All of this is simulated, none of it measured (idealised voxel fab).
Documented hereafter: the process module known as voxel air gaps.
We display cut, a cross-section 260 nm in width whose square cells are each 5 nm.
Throughout this document, each cross-section is represented as a grid of square cells and is presented as a sequence of bands enumerated from the top downward, where a band comprises one or more rows of cells.
Read a band's entry like this: the first values are the height of its top and the height of its bottom in nm, and what follows is the sequence of materials from left to right, each with its width in nm. Note that "empty" is empty space, and that a single material marked "full width" reaches across the band from edge to edge.
All heights in this document are referenced to 0, defined as the level beneath which the wafer, as received, consists entirely of one material. The lowest band is not bounded below; it extends indefinitely downward and is written in the form "0 -> down".
A two-number width, for instance "30..40", indicates that the width is equal to the first number in the top row of the band and to the second number in the bottom row, and that it changes by a constant amount per row of cells.
"stayed the same" for a step: no cell of the cross-section changed in that step.
"Closed void catalog" specifies each empty space that is not open to the top and that occupies no fewer than 8 cells, using the form width x height at distance, the distance measured from the left edge and all three quantities in nm.
On a step's line, text after the settings is the simulator commenting on that step.
"overlay nm" on a masked step: distance the mask lay right of its planned place, negative for left.

## List of planned process steps
1: RECEIVE (material Si)
2: CONFORMAL_DEP (material SiO2; thk nm 15)
3: CONFORMAL_DEP (material SiCN; thk nm 5)
4: DIRECTIONAL_DEP (material lowk; thk nm 35)
5: DIRECTIONAL_DEP (material aC; thk nm 15)
6: PATTERN (tone open; mask id LINES; material resist; width nm 25; pitch nm 50; thk nm 35; overlay nm 0)
7: DIRECTIONAL_ETCH (etch materials aC; depth nm 15)
8: STRIP (etch materials resist)
9: DIRECTIONAL_ETCH (etch materials lowk; depth nm 35)
10: STRIP (etch materials aC)
11: CONFORMAL_DEP (material TiN; thk nm 5)
12: FILL_DEP (material Cu; thk nm 5)
13: CMP (height nm 55)
14: EPI (material Ru; thk nm 10)
15: SELECTIVE_ETCH (etch materials lowk; depth nm 45)
16: CONFORMAL_DEP (material SiCN; thk nm 5)

## Below: the first of two wafers, run as planned

## Cross-section: wafer on arrival = after step 1
    0 -> down  Si full width
    Closed void catalog: none

## Wafer xsec, post step 2
    15 -> 0  SiO2 full width
    Below 0 it's all the same as before, nothing changed down there.

## Wafer xsec, post step 3
    20 -> 15  SiCN full width
    Below 15 it's all the same as before, nothing changed down there.

## Wafer xsec, post step 4
    55 -> 20  lowk full width
    Below 20 it's all the same as before, nothing changed down there.

## Wafer xsec, post step 5
    70 -> 55  aC full width
    Below 55 it's all the same as before, nothing changed down there.

## Wafer xsec, post step 6
    105 -> 70  resist (40), empty (25), resist (25), empty (25), resist (25), empty (25), resist (25), empty (25), resist (45)
    Below 70 it's all the same as before, nothing changed down there.

## Wafer xsec, post step 7
    90 -> 70  resist (40), empty (25), resist (25), empty (25), resist (25), empty (25), resist (25), empty (25), resist (45)
    70 -> 55  aC (40), empty (25), aC (25), empty (25), aC (25), empty (25), aC (25), empty (25), aC (45)
    Below 55 it's all the same as before, nothing changed down there.

## Wafer xsec, post step 8
    70 -> 55  aC (40), empty (25), aC (25), empty (25), aC (25), empty (25), aC (25), empty (25), aC (45)
    Below 55 it's all the same as before, nothing changed down there.

## Wafer xsec, post step 9
    70 -> 55  aC (40), empty (25), aC (25), empty (25), aC (25), empty (25), aC (25), empty (25), aC (45)
    55 -> 20  lowk (40), empty (25), lowk (25), empty (25), lowk (25), empty (25), lowk (25), empty (25), lowk (45)
    Below 20 it's all the same as before, nothing changed down there.

## Wafer xsec, post step 10
    55 -> 20  lowk (40), empty (25), lowk (25), empty (25), lowk (25), empty (25), lowk (25), empty (25), lowk (45)
    Below 20 it's all the same as before, nothing changed down there.

## Wafer xsec, post step 11
    60 -> 55  TiN (45), empty (15), TiN (35), empty (15), TiN (35), empty (15), TiN (35), empty (15), TiN (50)
    55 -> 25  lowk (40), TiN (5), empty (15), TiN (5), lowk (25), TiN (5), empty (15), TiN (5), lowk (25), TiN (5), empty (15), TiN (5), lowk (25), TiN (5), empty (15), TiN (5), lowk (45)
    25 -> 20  lowk (40), TiN (25), lowk (25), TiN (25), lowk (25), TiN (25), lowk (25), TiN (25), lowk (45)
    Below 20 it's all the same as before, nothing changed down there.

## Wafer xsec, post step 12
    65 -> 60  Cu full width
    60 -> 55  TiN (45), Cu (15), TiN (35), Cu (15), TiN (35), Cu (15), TiN (35), Cu (15), TiN (50)
    55 -> 25  lowk (40), TiN (5), Cu (15), TiN (5), lowk (25), TiN (5), Cu (15), TiN (5), lowk (25), TiN (5), Cu (15), TiN (5), lowk (25), TiN (5), Cu (15), TiN (5), lowk (45)
    Below 25 it's all the same as before, nothing changed down there.

## Wafer xsec, post step 13
    55 -> 25  lowk (40), TiN (5), Cu (15), TiN (5), lowk (25), TiN (5), Cu (15), TiN (5), lowk (25), TiN (5), Cu (15), TiN (5), lowk (25), TiN (5), Cu (15), TiN (5), lowk (45)
    Below 25 it's all the same as before, nothing changed down there.

## Wafer xsec, post step 14
    65 -> 55  empty (30), Ru (45), empty (5), Ru (45), empty (5), Ru (45), empty (5), Ru (45), empty (35)
    Below 55 it's all the same as before, nothing changed down there.

## Wafer xsec, post step 15
    65 -> 55  empty (30), Ru (45), empty (5), Ru (45), empty (5), Ru (45), empty (5), Ru (45), empty (35)
    55 -> 25  empty (40), TiN (5), Cu (15), TiN (5), empty (25), TiN (5), Cu (15), TiN (5), empty (25), TiN (5), Cu (15), TiN (5), empty (25), TiN (5), Cu (15), TiN (5), empty (45)
    25 -> 20  empty (40), TiN (25), empty (25), TiN (25), empty (25), TiN (25), empty (25), TiN (25), empty (45)
    Below 20 it's all the same as before, nothing changed down there.

## Wafer xsec, post step 16
    70 -> 65  empty (25), SiCN (205), empty (30)
    65 -> 55  empty (25), SiCN (5), Ru (45), SiCN (5), Ru (45), SiCN (5), Ru (45), SiCN (5), Ru (45), SiCN (5), empty (30)
    55 -> 50  empty (25), SiCN (15), TiN (5), Cu (15), TiN (5), SiCN (25), TiN (5), Cu (15), TiN (5), SiCN (25), TiN (5), Cu (15), TiN (5), SiCN (25), TiN (5), Cu (15), TiN (5), SiCN (15), empty (30)
    50 -> 25  empty (35), SiCN (5), TiN (5), Cu (15), TiN (5), SiCN (5), empty (15), SiCN (5), TiN (5), Cu (15), TiN (5), SiCN (5), empty (15), SiCN (5), TiN (5), Cu (15), TiN (5), SiCN (5), empty (15), SiCN (5), TiN (5), Cu (15), TiN (5), SiCN (5), empty (40)
    25 -> 20  SiCN (40), TiN (25), SiCN (25), TiN (25), SiCN (25), TiN (25), SiCN (25), TiN (25), SiCN (45)
    Below 20 it's all the same as before, nothing changed down there.
    Closed void catalog: 15 x 25 at 70; 15 x 25 at 120; 15 x 25 at 170

## The second wafer was prepared from the same starting point and under the same plan as the first; its processing contained one mistake, and it remains indistinguishable from the first wafer up to and including step 2

Cross-sectional view of the second wafer at the intended end time of process step 3: stayed the same

## Cross-sectional view of the second wafer at the intended end time of process step 4
    50 -> 15  lowk full width
    Below 15 it's all the same as before, nothing changed down there.

## Cross-sectional view of the second wafer at the intended end time of process step 5
    65 -> 50  aC full width
    Below 50 it's all the same as before, nothing changed down there.

## Cross-sectional view of the second wafer at the intended end time of process step 6
    100 -> 65  resist (40), empty (25), resist (25), empty (25), resist (25), empty (25), resist (25), empty (25), resist (45)
    Below 65 it's all the same as before, nothing changed down there.

## Cross-sectional view of the second wafer at the intended end time of process step 7
    85 -> 65  resist (40), empty (25), resist (25), empty (25), resist (25), empty (25), resist (25), empty (25), resist (45)
    65 -> 50  aC (40), empty (25), aC (25), empty (25), aC (25), empty (25), aC (25), empty (25), aC (45)
    Below 50 it's all the same as before, nothing changed down there.

## Cross-sectional view of the second wafer at the intended end time of process step 8
    65 -> 50  aC (40), empty (25), aC (25), empty (25), aC (25), empty (25), aC (25), empty (25), aC (45)
    Below 50 it's all the same as before, nothing changed down there.

## Cross-sectional view of the second wafer at the intended end time of process step 9
    65 -> 50  aC (40), empty (25), aC (25), empty (25), aC (25), empty (25), aC (25), empty (25), aC (45)
    50 -> 15  lowk (40), empty (25), lowk (25), empty (25), lowk (25), empty (25), lowk (25), empty (25), lowk (45)
    Below 15 it's all the same as before, nothing changed down there.

## Cross-sectional view of the second wafer at the intended end time of process step 10
    50 -> 15  lowk (40), empty (25), lowk (25), empty (25), lowk (25), empty (25), lowk (25), empty (25), lowk (45)
    Below 15 it's all the same as before, nothing changed down there.

## Cross-sectional view of the second wafer at the intended end time of process step 11
    55 -> 50  TiN (45), empty (15), TiN (35), empty (15), TiN (35), empty (15), TiN (35), empty (15), TiN (50)
    50 -> 20  lowk (40), TiN (5), empty (15), TiN (5), lowk (25), TiN (5), empty (15), TiN (5), lowk (25), TiN (5), empty (15), TiN (5), lowk (25), TiN (5), empty (15), TiN (5), lowk (45)
    20 -> 15  lowk (40), TiN (25), lowk (25), TiN (25), lowk (25), TiN (25), lowk (25), TiN (25), lowk (45)
    Below 15 it's all the same as before, nothing changed down there.

## Cross-sectional view of the second wafer at the intended end time of process step 12
    60 -> 55  Cu full width
    55 -> 50  TiN (45), Cu (15), TiN (35), Cu (15), TiN (35), Cu (15), TiN (35), Cu (15), TiN (50)
    50 -> 20  lowk (40), TiN (5), Cu (15), TiN (5), lowk (25), TiN (5), Cu (15), TiN (5), lowk (25), TiN (5), Cu (15), TiN (5), lowk (25), TiN (5), Cu (15), TiN (5), lowk (45)
    Below 20 it's all the same as before, nothing changed down there.

## Cross-sectional view of the second wafer at the intended end time of process step 13
    55 -> 50  TiN (45), Cu (15), TiN (35), Cu (15), TiN (35), Cu (15), TiN (35), Cu (15), TiN (50)
    Below 50 it's all the same as before, nothing changed down there.

## Cross-sectional view of the second wafer at the intended end time of process step 14
    65 -> 55  Ru full width
    Below 55 it's all the same as before, nothing changed down there.

Cross-sectional view of the second wafer at the intended end time of process step 15: stayed the same

## Cross-sectional view of the second wafer at the intended end time of process step 16
    70 -> 65  SiCN full width
    Below 65 it's all the same as before, nothing changed down there.
Deviation noted in wafer processing: skipped: plan step 3 (never run)
Counted in cells at the end, the second wafer holds more or fewer of these materials than the first: Cu: 12 more; Ru: 32 more; SiCN: 144 fewer; TiN: 40 more; lowk: 224 more
End state: 3 closed voids on the first wafer, 0 on the second.
